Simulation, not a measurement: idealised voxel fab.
process module | voxel capacitor over wiring
Pictured: cross-section cut, 195 nm wide, on a grid of 5 nm square cells.
Format of a cross-section: grid, square cells. Given as bands. Order: top down. Band: one or more rows of cells. The band entry comprises the height of the band's top followed by the height of its bottom, expressed in nm, and subsequently the band's materials from left to right, each stated together with its width in nm. Where a single material is marked with the word "edge to edge", that material fills the band from edge to edge. The word "blank" represents empty space. Heights are expressed relative to 0, this being the level below which the as-received wafer comprises one material exclusively. The lowest band is unbounded in the downward direction and is denoted as in "from 0 down". Quick explanation for "30 to 40": the width changes in equal steps down the rows of cells, from the first number in the band's top row to the second number in its bottom row. Take "nothing changed" at face value: in the step it is given for, the cross-section changed in none of its cells. "Voids, sealed" contains a list of empty spaces, each no smaller than 8 cells and without an open way to the top, written in the form width x height at distance with the distance from the left edge and all three in nm. It should be noted that, on the line of a given step, the content following the step's settings is a remark produced by the simulator itself with respect to that step. overlay nm: mask right of planned place by this much (step with mask). Neg. = left. Heads up before you read on: it's before/after pairs around one process step each, after side only down to the lowest band that changed, step plus settings under the pair. Pairs can be from different runs of this module, same starting wafer, so only chain a pair onto the one above if its "Pre-step profile" entry says so.
**Pre-step profile**
> from 100 to 95: SiO2 65 | blank 15 | SiO2 115
> from 95 to 90: SiO2 55 | TiN 5 | SiO2 5 | TiN 50 | SiO2 80
> from 90 to 85: SiO2 55 | Al2O3 5 | TiN 5 | Al2O3 50 | SiO2 80
> from 85 to 80: Ru 60 | Al2O3 5 | Ru 130
> from 80 to 75: TiN 55 | Ru 15 | TiN 125
> from 75 to 70: TiN edge to edge
> from 70 to 65: SiO2 55 | TiN 15 | SiO2 125
> from 65 to 50: SiO2 55 | Ru 15 | SiO2 125
> from 50 to 45: SiCN 55 | Ru 15 | SiCN 125
> from 45 to 20: SiO2 45 | W 25 | SiO2 55 | W 25 | SiO2 45
> from 20 to 15: SiO2 45 | TiN 25 | SiO2 55 | TiN 25 | SiO2 45
> from 15 to 0: SiO2 edge to edge
> from 0 down: Si edge to edge
> Voids, sealed: none
**Cross-Section After Step**
> from 105 to 100: TiN 70 | blank 5 | TiN 120
> from 100 to 95: SiO2 65 | TiN 15 | SiO2 115
> Below 95 it's all the same as before, nothing changed down there.
> Voids, sealed: none
It is this step that lies between the two cross-sections above: op CONFORMAL_DEP | material TiN | thk nm 5
Pre-step profile: The prior state of this step coincides with the post-step cross-section of the pair just above.
**Cross-Section After Step**
> from 115 to 105: Ru edge to edge
> from 105 to 100: TiN 70 | Ru 5 | TiN 120
> Below 100 it's all the same as before, nothing changed down there.
> Voids, sealed: none
It is this step that lies between the two cross-sections above: op FILL_DEP | material Ru | thk nm 10
Pre-step profile: The prior state of this step coincides with the post-step cross-section of the pair just above.
**Cross-Section After Step**
> from 100 to 95: SiO2 65 | TiN 15 | SiO2 115
> Below 95 it's all the same as before, nothing changed down there.
> Voids, sealed: none
It is this step that lies between the two cross-sections above: op CMP | height nm 100
Pre-step profile: The prior state of this step coincides with the post-step cross-section of the pair just above.
**Cross-Section After Step**
> from 105 to 100: SiCN edge to edge
> Below 100 it's all the same as before, nothing changed down there.
> Voids, sealed: none
It is this step that lies between the two cross-sections above: op CONFORMAL_DEP | material SiCN | thk nm 5
**Pre-step profile**
> from 50 to 45: SiCN edge to edge
> from 45 to 20: SiO2 45 | W 25 | SiO2 55 | W 25 | SiO2 45
> from 20 to 15: SiO2 45 | TiN 25 | SiO2 55 | TiN 25 | SiO2 45
> from 15 to 0: SiO2 edge to edge
> from 0 down: Si edge to edge
> Voids, sealed: none
**Cross-Section After Step**
> from 60 to 50: SiO2 edge to edge
> Below 50 it's all the same as before, nothing changed down there.
> Voids, sealed: none
It is this step that lies between the two cross-sections above: op DIRECTIONAL_DEP | material SiO2 | thk nm 10
Pre-step profile: The prior state of this step coincides with the post-step cross-section of the pair just above.
**Cross-Section After Step**
> from 80 to 60: resist 55 | blank 15 | resist 125
> Below 60 it's all the same as before, nothing changed down there.
> Voids, sealed: none
It is this step that lies between the two cross-sections above: op PATTERN | tone open | mask id PLUG_1 | material resist | width nm 15 | thk nm 20 | overlay nm 0
Pre-step profile: The prior state of this step coincides with the post-step cross-section of the pair just above.
**Cross-Section After Step**
> from 80 to 60: resist 55 | blank 15 | resist 125
> from 60 to 50: SiO2 55 | blank 15 | SiO2 125
> Below 50 it's all the same as before, nothing changed down there.
> Voids, sealed: none
It is this step that lies between the two cross-sections above: op DIRECTIONAL_ETCH | etch materials SiO2 | depth nm 20
Pre-step profile: The prior state of this step coincides with the post-step cross-section of the pair just above.
**Cross-Section After Step**
> from 80 to 60: resist 55 | blank 15 | resist 125
> from 60 to 50: SiO2 55 | blank 15 | SiO2 125
> from 50 to 45: SiCN 55 | blank 15 | SiCN 125
> Below 45 it's all the same as before, nothing changed down there.
> Voids, sealed: none
It is this step that lies between the two cross-sections above: op DIRECTIONAL_ETCH | etch materials SiCN | depth nm 5
Pre-step profile: The prior state of this step coincides with the post-step cross-section of the pair just above.
**Cross-Section After Step**
> from 60 to 50: SiO2 55 | blank 15 | SiO2 125
> Below 50 it's all the same as before, nothing changed down there.
> Voids, sealed: none
It is this step that lies between the two cross-sections above: op STRIP | etch materials resist
Pre-step profile: The prior state of this step coincides with the post-step cross-section of the pair just above.
**Cross-Section After Step**
> from 60 to 55: SiO2 55 | blank 15 | SiO2 125
> from 55 to 50: SiO2 55 | Ru 15 | SiO2 125
> from 50 to 45: SiCN 55 | Ru 15 | SiCN 125
> Below 45 it's all the same as before, nothing changed down there.
> Voids, sealed: none
It is this step that lies between the two cross-sections above: op EPI | material Ru | thk nm 10
Pre-step profile: The prior state of this step coincides with the post-step cross-section of the pair just above.
**Cross-Section After Step**
> from 65 to 60: blank 50 | Ru 25 | blank 120
> from 60 to 50: SiO2 55 | Ru 15 | SiO2 125
> Below 50 it's all the same as before, nothing changed down there.
> Voids, sealed: none
It is this step that lies between the two cross-sections above: op EPI | material Ru | thk nm 10
Pre-step profile: The prior state of this step coincides with the post-step cross-section of the pair just above.
**Cross-Section After Step**
> from 70 to 60: blank 45 | Ru 35 | blank 115
> Below 60 it's all the same as before, nothing changed down there.
> Voids, sealed: none
It is this step that lies between the two cross-sections above: op EPI | material Ru | thk nm 5
Pre-step profile: The prior state of this step coincides with the post-step cross-section of the pair just above.
**Cross-Section After Step**
> from 80 to 70: blank 45 | TiN 35 | blank 115
> from 70 to 60: TiN 45 | Ru 35 | TiN 115
> Below 60 it's all the same as before, nothing changed down there.
> Voids, sealed: none
It is this step that lies between the two cross-sections above: op DIRECTIONAL_DEP | material TiN | thk nm 10
Pre-step profile: The prior state of this step coincides with the post-step cross-section of the pair just above.
**Cross-Section After Step**
> from 85 to 80: blank 45 | Al2O3 35 | blank 115
> from 80 to 75: blank 45 | TiN 35 | blank 115
> from 75 to 70: Al2O3 45 | TiN 35 | Al2O3 115
> Below 70 it's all the same as before, nothing changed down there.
> Voids, sealed: none
It is this step that lies between the two cross-sections above: op DIRECTIONAL_DEP | material Al2O3 | thk nm 5
Pre-step profile: The prior state of this step coincides with the post-step cross-section of the pair just above.
**Cross-Section After Step**
> from 90 to 85: blank 45 | TiN 35 | blank 115
> from 85 to 80: blank 45 | Al2O3 35 | blank 115
> from 80 to 75: TiN edge to edge
> Below 75 it's all the same as before, nothing changed down there.
> Voids, sealed: none
It is this step that lies between the two cross-sections above: op DIRECTIONAL_DEP | material TiN | thk nm 5
Pre-step profile: The prior state of this step coincides with the post-step cross-section of the pair just above.
**Cross-Section After Step**
> from 105 to 90: blank 55 | resist 60 | blank 80
> from 90 to 85: blank 45 | TiN 35 | resist 35 | blank 80
> from 85 to 80: blank 45 | Al2O3 35 | resist 35 | blank 80
> Below 80 it's all the same as before, nothing changed down there.
> Voids, sealed: none
It is this step that lies between the two cross-sections above: op PATTERN | tone cover | mask id UPPER_PLATE | material resist | width nm 60 | thk nm 15 | overlay nm 0
Pre-step profile: The prior state of this step coincides with the post-step cross-section of the pair just above.
**Cross-Section After Step**
> from 105 to 90: blank 55 | resist 60 | blank 80
> from 90 to 85: blank 55 | TiN 25 | resist 35 | blank 80
> from 85 to 80: blank 45 | Al2O3 35 | resist 35 | blank 80
> from 80 to 75: blank 45 | TiN 70 | blank 80
> Below 75 it's all the same as before, nothing changed down there.
> Voids, sealed: none
It is this step that lies between the two cross-sections above: op DIRECTIONAL_ETCH | etch materials TiN | depth nm 5
Pre-step profile: The prior state of this step coincides with the post-step cross-section of the pair just above.
**Cross-Section After Step**
> from 105 to 90: blank 55 | resist 60 | blank 80
> from 90 to 85: blank 55 | TiN 25 | resist 35 | blank 80
> from 85 to 80: blank 55 | Al2O3 25 | resist 35 | blank 80
> from 80 to 75: blank 45 | TiN 70 | blank 80
> from 75 to 70: blank 45 | TiN 35 | Al2O3 35 | blank 80
> Below 70 it's all the same as before, nothing changed down there.
> Voids, sealed: none
It is this step that lies between the two cross-sections above: op DIRECTIONAL_ETCH | etch materials Al2O3 | depth nm 5
Pre-step profile: The prior state of this step coincides with the post-step cross-section of the pair just above.
**Cross-Section After Step**
> from 90 to 85: blank 55 | TiN 25 | blank 115
> from 85 to 80: blank 55 | Al2O3 25 | blank 115
> Below 80 it's all the same as before, nothing changed down there.
> Voids, sealed: none
It is this step that lies between the two cross-sections above: op STRIP | etch materials resist
Pre-step profile: The prior state of this step coincides with the post-step cross-section of the pair just above.
**Cross-Section After Step**
> from 90 to 85: blank 55 | TiN 25 | blank 115
> from 85 to 80: blank 55 | Al2O3 25 | blank 115
> from 80 to 75: blank 50 | TiN 65 | blank 80
> from 75 to 70: blank 50 | TiN 30 | Al2O3 35 | blank 80
> from 70 to 60: blank 45 | Ru 35 | TiN 40 | blank 75
> Below 60 it's all the same as before, nothing changed down there.
> Voids, sealed: none
It is this step that lies between the two cross-sections above: op MASKED_ETCH | tone cover | mask id LOWER_PLATE | width nm 70 | etch materials TiN | depth nm 10 | overlay nm 0
Pre-step profile: The prior state of this step coincides with the post-step cross-section of the pair just above.
**Cross-Section After Step**
> from 105 to 90: SiO2 edge to edge
> from 90 to 85: SiO2 55 | TiN 25 | SiO2 115
> from 85 to 80: SiO2 55 | Al2O3 25 | SiO2 115
> from 80 to 75: SiO2 50 | TiN 65 | SiO2 80
> from 75 to 70: SiO2 50 | TiN 30 | Al2O3 35 | SiO2 80
> from 70 to 60: SiO2 45 | Ru 35 | TiN 40 | SiO2 75
> Below 60 it's all the same as before, nothing changed down there.
> Voids, sealed: none
It is this step that lies between the two cross-sections above: op FILL_DEP | material SiO2 | thk nm 15
Pre-step profile: The prior state of this step coincides with the post-step cross-section of the pair just above.
**Cross-Section After Step**
> from 100 to 90: SiO2 edge to edge
> Below 90 it's all the same as before, nothing changed down there.
> Voids, sealed: none
It is this step that lies between the two cross-sections above: op CMP | height nm 100
Pre-step profile: The prior state of this step coincides with the post-step cross-section of the pair just above.
**Cross-Section After Step**
> from 115 to 100: resist 65 | blank 15 | resist 115
> Below 100 it's all the same as before, nothing changed down there.
> Voids, sealed: none
It is this step that lies between the two cross-sections above: op PATTERN | tone open | mask id PLUG_2 | material resist | width nm 15 | thk nm 15 | overlay nm 0
Pre-step profile: The prior state of this step coincides with the post-step cross-section of the pair just above.
**Cross-Section After Step**
> from 115 to 100: resist 65 | blank 15 | resist 115
> from 100 to 90: SiO2 65 | blank 15 | SiO2 115
> Below 90 it's all the same as before, nothing changed down there.
> Voids, sealed: none
It is this step that lies between the two cross-sections above: op DIRECTIONAL_ETCH | etch materials SiO2 | depth nm 10
Pre-step profile: The prior state of this step coincides with the post-step cross-section of the pair just above.
**Cross-Section After Step**
> from 100 to 90: SiO2 65 | blank 15 | SiO2 115
> Below 90 it's all the same as before, nothing changed down there.
> Voids, sealed: none
It is this step that lies between the two cross-sections above: op STRIP | etch materials resist
Pre-step profile: The prior state of this step coincides with the post-step cross-section of the pair just above.
**Cross-Section After Step**
> from 105 to 100: TiN 70 | blank 5 | TiN 120
> from 100 to 95: SiO2 65 | TiN 5 | blank 5 | TiN 5 | SiO2 115
> from 95 to 85: SiO2 65 to 55 | TiN 15 to 25 | SiO2 115
> Below 85 it's all the same as before, nothing changed down there.
> Voids, sealed: none
It is this step that lies between the two cross-sections above: op CONFORMAL_DEP | material TiN | thk nm 5
Pre-step profile: The prior state of this step coincides with the post-step cross-section of the pair just above.
**Cross-Section After Step**
> from 115 to 105: Ru edge to edge
> from 105 to 100: TiN 70 | Ru 5 | TiN 120
> from 100 to 95: SiO2 65 | TiN 5 | Ru 5 | TiN 5 | SiO2 115
> Below 95 it's all the same as before, nothing changed down there.
> Voids, sealed: none
It is this step that lies between the two cross-sections above: op FILL_DEP | material Ru | thk nm 10
Pre-step profile: The prior state of this step coincides with the post-step cross-section of the pair just above.
**Cross-Section After Step**
> from 100 to 95: SiO2 65 | TiN 5 | Ru 5 | TiN 5 | SiO2 115
> Below 95 it's all the same as before, nothing changed down there.
> Voids, sealed: none
It is this step that lies between the two cross-sections above: op CMP | height nm 100
Pre-step profile: The prior state of this step coincides with the post-step cross-section of the pair just above.
**Cross-Section After Step**
> from 105 to 100: SiCN edge to edge
> Below 100 it's all the same as before, nothing changed down there.
> Voids, sealed: none
It is this step that lies between the two cross-sections above: op CONFORMAL_DEP | material SiCN | thk nm 5
**Pre-step profile**
> from 45 to 20: W edge to edge
> from 20 to 15: TiN edge to edge
> from 15 to 0: SiO2 edge to edge
> from 0 down: Si edge to edge
> Voids, sealed: none
**Cross-Section After Step**
> from 45 to 20: blank 50 | W 20 | blank 60 | W 20 | blank 45
> Below 20 it's all the same as before, nothing changed down there.
> Voids, sealed: none
It is this step that lies between the two cross-sections above: op MASKED_ETCH | tone cover | mask id METAL_1 | width nm 20 | pitch nm 80 | etch materials W | depth nm 25 | overlay nm 0
Pre-step profile: The prior state of this step coincides with the post-step cross-section of the pair just above.
**Cross-Section After Step**
> from 45 to 20: blank 50 | W 20 | blank 60 | W 20 | blank 45
> from 20 to 15: blank 45 | TiN 25 | blank 55 | TiN 25 | blank 45
> Below 15 it's all the same as before, nothing changed down there.
> Voids, sealed: none
It is this step that lies between the two cross-sections above: op MASKED_ETCH | tone cover | mask id METAL_1 | width nm 25 | pitch nm 80 | etch materials TiN | depth nm 5 | overlay nm 0
Pre-step profile: The prior state of this step coincides with the post-step cross-section of the pair just above.
**Cross-Section After Step**
> from 55 to 45: SiO2 edge to edge
> from 45 to 20: SiO2 50 | W 20 | SiO2 60 | W 20 | SiO2 45
> from 20 to 15: SiO2 45 | TiN 25 | SiO2 55 | TiN 25 | SiO2 45
> Below 15 it's all the same as before, nothing changed down there.
> Voids, sealed: none
It is this step that lies between the two cross-sections above: op FILL_DEP | material SiO2 | thk nm 10
Pre-step profile: The prior state of this step coincides with the post-step cross-section of the pair just above.
**Cross-Section After Step**
> from 45 to 20: SiO2 50 | W 20 | SiO2 60 | W 20 | SiO2 45
> Below 20 it's all the same as before, nothing changed down there.
> Voids, sealed: none
It is this step that lies between the two cross-sections above: op CMP | height nm 45
Pre-step profile: The prior state of this step coincides with the post-step cross-section of the pair just above.
**Cross-Section After Step**
> from 50 to 45: SiCN edge to edge
> Below 45 it's all the same as before, nothing changed down there.
> Voids, sealed: none
It is this step that lies between the two cross-sections above: op CONFORMAL_DEP | material SiCN | thk nm 5
Pre-step profile: The prior state of this step coincides with the post-step cross-section of the pair just above.
**Cross-Section After Step**
> from 70 to 50: SiO2 edge to edge
> Below 50 it's all the same as before, nothing changed down there.
> Voids, sealed: none
It is this step that lies between the two cross-sections above: op DIRECTIONAL_DEP | material SiO2 | thk nm 20
Pre-step profile: The prior state of this step coincides with the post-step cross-section of the pair just above.
**Cross-Section After Step**
> from 90 to 70: resist 55 | blank 15 | resist 125
> Below 70 it's all the same as before, nothing changed down there.
> Voids, sealed: none
It is this step that lies between the two cross-sections above: op PATTERN | tone open | mask id PLUG_1 | material resist | width nm 15 | thk nm 20 | overlay nm 0
Pre-step profile: The prior state of this step coincides with the post-step cross-section of the pair just above.
**Cross-Section After Step**
> from 90 to 70: resist 55 | blank 15 | resist 125
> from 70 to 50: SiO2 55 | blank 15 | SiO2 125
> Below 50 it's all the same as before, nothing changed down there.
> Voids, sealed: none
It is this step that lies between the two cross-sections above: op DIRECTIONAL_ETCH | etch materials SiO2 | depth nm 20
Pre-step profile: The prior state of this step coincides with the post-step cross-section of the pair just above.
**Cross-Section After Step**
> from 90 to 70: resist 55 | blank 15 | resist 125
> from 70 to 50: SiO2 55 | blank 15 | SiO2 125
> from 50 to 45: SiCN 55 | blank 15 | SiCN 125
> Below 45 it's all the same as before, nothing changed down there.
> Voids, sealed: none
It is this step that lies between the two cross-sections above: op DIRECTIONAL_ETCH | etch materials SiCN | depth nm 5
Pre-step profile: The prior state of this step coincides with the post-step cross-section of the pair just above.
**Cross-Section After Step**
> from 70 to 50: SiO2 55 | blank 15 | SiO2 125
> Below 50 it's all the same as before, nothing changed down there.
> Voids, sealed: none
It is this step that lies between the two cross-sections above: op STRIP | etch materials resist
Pre-step profile: The prior state of this step coincides with the post-step cross-section of the pair just above.
**Cross-Section After Step**
> from 70 to 55: SiO2 55 | blank 15 | SiO2 125
> from 55 to 50: SiO2 55 | Ru 15 | SiO2 125
> from 50 to 45: SiCN 55 | Ru 15 | SiCN 125
> Below 45 it's all the same as before, nothing changed down there.
> Voids, sealed: none
It is this step that lies between the two cross-sections above: op EPI | material Ru | thk nm 10
Pre-step profile: The prior state of this step coincides with the post-step cross-section of the pair just above.
**Cross-Section After Step**
> from 70 to 65: SiO2 55 | blank 15 | SiO2 125
> from 65 to 50: SiO2 55 | Ru 15 | SiO2 125
> Below 50 it's all the same as before, nothing changed down there.
> Voids, sealed: none
It is this step that lies between the two cross-sections above: op EPI | material Ru | thk nm 10
Pre-step profile: The prior state of this step coincides with the post-step cross-section of the pair just above.
**Cross-Section After Step**
> from 70 to 50: SiO2 55 | Ru 15 | SiO2 125
> Below 50 it's all the same as before, nothing changed down there.
> Voids, sealed: none
It is this step that lies between the two cross-sections above: op EPI | material Ru | thk nm 5
Pre-step profile: The prior state of this step coincides with the post-step cross-section of the pair just above.
**Cross-Section After Step**
> from 80 to 70: TiN edge to edge
> Below 70 it's all the same as before, nothing changed down there.
> Voids, sealed: none
It is this step that lies between the two cross-sections above: op DIRECTIONAL_DEP | material TiN | thk nm 10
Pre-step profile: The prior state of this step coincides with the post-step cross-section of the pair just above.
**Cross-Section After Step**
> from 85 to 80: Al2O3 edge to edge
> Below 80 it's all the same as before, nothing changed down there.
> Voids, sealed: none
It is this step that lies between the two cross-sections above: op DIRECTIONAL_DEP | material Al2O3 | thk nm 5
Pre-step profile: The prior state of this step coincides with the post-step cross-section of the pair just above.
**Cross-Section After Step**
> from 90 to 85: TiN edge to edge
> Below 85 it's all the same as before, nothing changed down there.
> Voids, sealed: none
It is this step that lies between the two cross-sections above: op DIRECTIONAL_DEP | material TiN | thk nm 5
Pre-step profile: The prior state of this step coincides with the post-step cross-section of the pair just above.
**Cross-Section After Step**
> from 105 to 90: blank 55 | resist 60 | blank 80
> Below 90 it's all the same as before, nothing changed down there.
> Voids, sealed: none
It is this step that lies between the two cross-sections above: op PATTERN | tone cover | mask id UPPER_PLATE | material resist | width nm 60 | thk nm 15 | overlay nm 0
Pre-step profile: The prior state of this step coincides with the post-step cross-section of the pair just above.
**Cross-Section After Step**
> from 105 to 90: blank 55 | resist 60 | blank 80
> from 90 to 85: blank 55 | TiN 60 | blank 80
> Below 85 it's all the same as before, nothing changed down there.
> Voids, sealed: none
It is this step that lies between the two cross-sections above: op DIRECTIONAL_ETCH | etch materials TiN | depth nm 5
Pre-step profile: The prior state of this step coincides with the post-step cross-section of the pair just above.
**Cross-Section After Step**
> from 105 to 90: blank 55 | resist 60 | blank 80
> from 90 to 85: blank 55 | TiN 60 | blank 80
> from 85 to 80: blank 55 | Al2O3 60 | blank 80
> Below 80 it's all the same as before, nothing changed down there.
> Voids, sealed: none
It is this step that lies between the two cross-sections above: op DIRECTIONAL_ETCH | etch materials Al2O3 | depth nm 5
Pre-step profile: The prior state of this step coincides with the post-step cross-section of the pair just above.
**Cross-Section After Step**
> from 90 to 85: blank 55 | TiN 60 | blank 80
> Below 85 it's all the same as before, nothing changed down there.
> Voids, sealed: none
It is this step that lies between the two cross-sections above: op STRIP | etch materials resist
Pre-step profile: The prior state of this step coincides with the post-step cross-section of the pair just above.
**Cross-Section After Step**
> from 90 to 85: blank 55 | TiN 60 | blank 80
> from 85 to 80: blank 55 | Al2O3 60 | blank 80
> from 80 to 70: blank 50 | TiN 70 | blank 75
> Below 70 it's all the same as before, nothing changed down there.
> Voids, sealed: none
It is this step that lies between the two cross-sections above: op MASKED_ETCH | tone cover | mask id LOWER_PLATE | width nm 70 | etch materials TiN | depth nm 10 | overlay nm 0
Pre-step profile: The prior state of this step coincides with the post-step cross-section of the pair just above.
**Cross-Section After Step**
> from 105 to 90: SiO2 edge to edge
> from 90 to 85: SiO2 55 | TiN 60 | SiO2 80
> from 85 to 80: SiO2 55 | Al2O3 60 | SiO2 80
> from 80 to 70: SiO2 50 | TiN 70 | SiO2 75
> Below 70 it's all the same as before, nothing changed down there.
> Voids, sealed: none
It is this step that lies between the two cross-sections above: op FILL_DEP | material SiO2 | thk nm 15
Pre-step profile: The prior state of this step coincides with the post-step cross-section of the pair just above.
**Cross-Section After Step**
> from 100 to 90: SiO2 edge to edge
> Below 90 it's all the same as before, nothing changed down there.
> Voids, sealed: none
It is this step that lies between the two cross-sections above: op CMP | height nm 100
Pre-step profile: The prior state of this step coincides with the post-step cross-section of the pair just above.
**Cross-Section After Step**
> from 115 to 100: resist 65 | blank 15 | resist 115
> Below 100 it's all the same as before, nothing changed down there.
> Voids, sealed: none
It is this step that lies between the two cross-sections above: op PATTERN | tone open | mask id PLUG_2 | material resist | width nm 15 | thk nm 15 | overlay nm 0
Pre-step profile: The prior state of this step coincides with the post-step cross-section of the pair just above.
**Cross-Section After Step**
> from 115 to 100: resist 65 | blank 15 | resist 115
> from 100 to 90: SiO2 65 | blank 15 | SiO2 115
> Below 90 it's all the same as before, nothing changed down there.
> Voids, sealed: none
It is this step that lies between the two cross-sections above: op DIRECTIONAL_ETCH | etch materials SiO2 | depth nm 10
Pre-step profile: The prior state of this step coincides with the post-step cross-section of the pair just above.
**Cross-Section After Step**
> from 100 to 90: SiO2 65 | blank 15 | SiO2 115
> Below 90 it's all the same as before, nothing changed down there.
> Voids, sealed: none
It is this step that lies between the two cross-sections above: op STRIP | etch materials resist
Pre-step profile: The prior state of this step coincides with the post-step cross-section of the pair just above.
**Cross-Section After Step**
> from 105 to 100: TiN 70 | blank 5 | TiN 120
> from 100 to 95: SiO2 65 | TiN 5 | blank 5 | TiN 5 | SiO2 115
> from 95 to 85: SiO2 65 to 55 | TiN 15 to 60 | SiO2 115 to 80
> Below 85 it's all the same as before, nothing changed down there.
> Voids, sealed: none
It is this step that lies between the two cross-sections above: op CONFORMAL_DEP | material TiN | thk nm 5
Pre-step profile: The prior state of this step coincides with the post-step cross-section of the pair just above.
**Cross-Section After Step**
> from 115 to 105: Ru edge to edge
> from 105 to 100: TiN 70 | Ru 5 | TiN 120
> from 100 to 95: SiO2 65 | TiN 5 | Ru 5 | TiN 5 | SiO2 115
> Below 95 it's all the same as before, nothing changed down there.
> Voids, sealed: none
It is this step that lies between the two cross-sections above: op FILL_DEP | material Ru | thk nm 10
Pre-step profile: The prior state of this step coincides with the post-step cross-section of the pair just above.
**Cross-Section After Step**
> from 100 to 95: SiO2 65 | TiN 5 | Ru 5 | TiN 5 | SiO2 115
> Below 95 it's all the same as before, nothing changed down there.
> Voids, sealed: none
It is this step that lies between the two cross-sections above: op CMP | height nm 100
Pre-step profile: The prior state of this step coincides with the post-step cross-section of the pair just above.
**Cross-Section After Step**
> from 105 to 100: SiCN edge to edge
> Below 100 it's all the same as before, nothing changed down there.
> Voids, sealed: none
It is this step that lies between the two cross-sections above: op CONFORMAL_DEP | material SiCN | thk nm 5
**Pre-step profile**
> from 45 to 20: W edge to edge
> from 20 to 15: TiN edge to edge
> from 15 to 0: SiO2 edge to edge
> from 0 down: Si edge to edge
> Voids, sealed: none
**Cross-Section After Step**
> from 45 to 20: blank 40 | W 25 | blank 55 | W 25 | blank 50
> Below 20 it's all the same as before, nothing changed down there.
> Voids, sealed: none
It is this step that lies between the two cross-sections above: op MASKED_ETCH | tone cover | mask id METAL_1 | width nm 25 | pitch nm 80 | etch materials W | depth nm 25 | overlay nm -5
Pre-step profile: The prior state of this step coincides with the post-step cross-section of the pair just above.
**Cross-Section After Step**
> from 45 to 20: blank 40 | W 25 | blank 55 | W 25 | blank 50
> from 20 to 15: blank 40 | TiN 30 | blank 50 | TiN 30 | blank 45
> Below 15 it's all the same as before, nothing changed down there.
> Voids, sealed: none
It is this step that lies between the two cross-sections above: op MASKED_ETCH | tone cover | mask id METAL_1 | width nm 25 | pitch nm 80 | etch materials TiN | depth nm 5 | overlay nm 0
Pre-step profile: The prior state of this step coincides with the post-step cross-section of the pair just above.
**Cross-Section After Step**
> from 55 to 45: SiO2 edge to edge
> from 45 to 20: SiO2 40 | W 25 | SiO2 55 | W 25 | SiO2 50
> from 20 to 15: SiO2 40 | TiN 30 | SiO2 50 | TiN 30 | SiO2 45
> Below 15 it's all the same as before, nothing changed down there.
> Voids, sealed: none
It is this step that lies between the two cross-sections above: op FILL_DEP | material SiO2 | thk nm 10
Pre-step profile: The prior state of this step coincides with the post-step cross-section of the pair just above.
**Cross-Section After Step**
> from 45 to 20: SiO2 40 | W 25 | SiO2 55 | W 25 | SiO2 50
> Below 20 it's all the same as before, nothing changed down there.
> Voids, sealed: none
It is this step that lies between the two cross-sections above: op CMP | height nm 45
Pre-step profile: The prior state of this step coincides with the post-step cross-section of the pair just above.
**Cross-Section After Step**
> from 50 to 45: SiCN edge to edge
> Below 45 it's all the same as before, nothing changed down there.
> Voids, sealed: none
It is this step that lies between the two cross-sections above: op CONFORMAL_DEP | material SiCN | thk nm 5
Pre-step profile: The prior state of this step coincides with the post-step cross-section of the pair just above.
**Cross-Section After Step**
> from 70 to 50: SiO2 edge to edge
> Below 50 it's all the same as before, nothing changed down there.
> Voids, sealed: none
It is this step that lies between the two cross-sections above: op DIRECTIONAL_DEP | material SiO2 | thk nm 20
Pre-step profile: The prior state of this step coincides with the post-step cross-section of the pair just above.
**Cross-Section After Step**
> from 90 to 70: resist 55 | blank 15 | resist 125
> Below 70 it's all the same as before, nothing changed down there.
> Voids, sealed: none
It is this step that lies between the two cross-sections above: op PATTERN | tone open | mask id PLUG_1 | material resist | width nm 15 | thk nm 20 | overlay nm 0
Pre-step profile: The prior state of this step coincides with the post-step cross-section of the pair just above.
**Cross-Section After Step**
> from 90 to 70: resist 55 | blank 15 | resist 125
> from 70 to 50: SiO2 55 | blank 15 | SiO2 125
> Below 50 it's all the same as before, nothing changed down there.
> Voids, sealed: none
It is this step that lies between the two cross-sections above: op DIRECTIONAL_ETCH | etch materials SiO2 | depth nm 20
Pre-step profile: The prior state of this step coincides with the post-step cross-section of the pair just above.
**Cross-Section After Step**
> from 90 to 70: resist 55 | blank 15 | resist 125
> from 70 to 50: SiO2 55 | blank 15 | SiO2 125
> from 50 to 45: SiCN 55 | blank 15 | SiCN 125
> Below 45 it's all the same as before, nothing changed down there.
> Voids, sealed: none
It is this step that lies between the two cross-sections above: op DIRECTIONAL_ETCH | etch materials SiCN | depth nm 5
Pre-step profile: The prior state of this step coincides with the post-step cross-section of the pair just above.
**Cross-Section After Step**
> from 70 to 50: SiO2 55 | blank 15 | SiO2 125
> Below 50 it's all the same as before, nothing changed down there.
> Voids, sealed: none
It is this step that lies between the two cross-sections above: op STRIP | etch materials resist
Pre-step profile: The prior state of this step coincides with the post-step cross-section of the pair just above.
**Cross-Section After Step**
> from 70 to 55: SiO2 55 | blank 15 | SiO2 125
> from 55 to 50: SiO2 55 | Ru 15 | SiO2 125
> from 50 to 45: SiCN 55 | Ru 15 | SiCN 125
> Below 45 it's all the same as before, nothing changed down there.
> Voids, sealed: none
It is this step that lies between the two cross-sections above: op EPI | material Ru | thk nm 10
Pre-step profile: The prior state of this step coincides with the post-step cross-section of the pair just above.
**Cross-Section After Step**
> from 70 to 65: SiO2 55 | blank 15 | SiO2 125
> from 65 to 50: SiO2 55 | Ru 15 | SiO2 125
> Below 50 it's all the same as before, nothing changed down there.
> Voids, sealed: none
It is this step that lies between the two cross-sections above: op EPI | material Ru | thk nm 10
Pre-step profile: The prior state of this step coincides with the post-step cross-section of the pair just above.
**Cross-Section After Step**
> from 70 to 50: SiO2 55 | Ru 15 | SiO2 125
> Below 50 it's all the same as before, nothing changed down there.
> Voids, sealed: none
It is this step that lies between the two cross-sections above: op EPI | material Ru | thk nm 5
Pre-step profile: The prior state of this step coincides with the post-step cross-section of the pair just above.
**Cross-Section After Step**
> from 80 to 70: TiN edge to edge
> Below 70 it's all the same as before, nothing changed down there.
> Voids, sealed: none
It is this step that lies between the two cross-sections above: op DIRECTIONAL_DEP | material TiN | thk nm 10
Pre-step profile: The prior state of this step coincides with the post-step cross-section of the pair just above.
**Cross-Section After Step**
> from 85 to 80: Al2O3 edge to edge
> Below 80 it's all the same as before, nothing changed down there.
> Voids, sealed: none
It is this step that lies between the two cross-sections above: op DIRECTIONAL_DEP | material Al2O3 | thk nm 5
Pre-step profile: The prior state of this step coincides with the post-step cross-section of the pair just above.
**Cross-Section After Step**
> from 90 to 85: TiN edge to edge
> Below 85 it's all the same as before, nothing changed down there.
> Voids, sealed: none
It is this step that lies between the two cross-sections above: op DIRECTIONAL_DEP | material TiN | thk nm 5
Pre-step profile: The prior state of this step coincides with the post-step cross-section of the pair just above.
**Cross-Section After Step**
> from 105 to 90: blank 55 | resist 60 | blank 80
> Below 90 it's all the same as before, nothing changed down there.
> Voids, sealed: none
It is this step that lies between the two cross-sections above: op PATTERN | tone cover | mask id UPPER_PLATE | material resist | width nm 60 | thk nm 15 | overlay nm 0
Pre-step profile: The prior state of this step coincides with the post-step cross-section of the pair just above.
**Cross-Section After Step**
> from 105 to 90: blank 55 | resist 60 | blank 80
> from 90 to 85: blank 55 | TiN 60 | blank 80
> Below 85 it's all the same as before, nothing changed down there.
> Voids, sealed: none
It is this step that lies between the two cross-sections above: op DIRECTIONAL_ETCH | etch materials TiN | depth nm 5
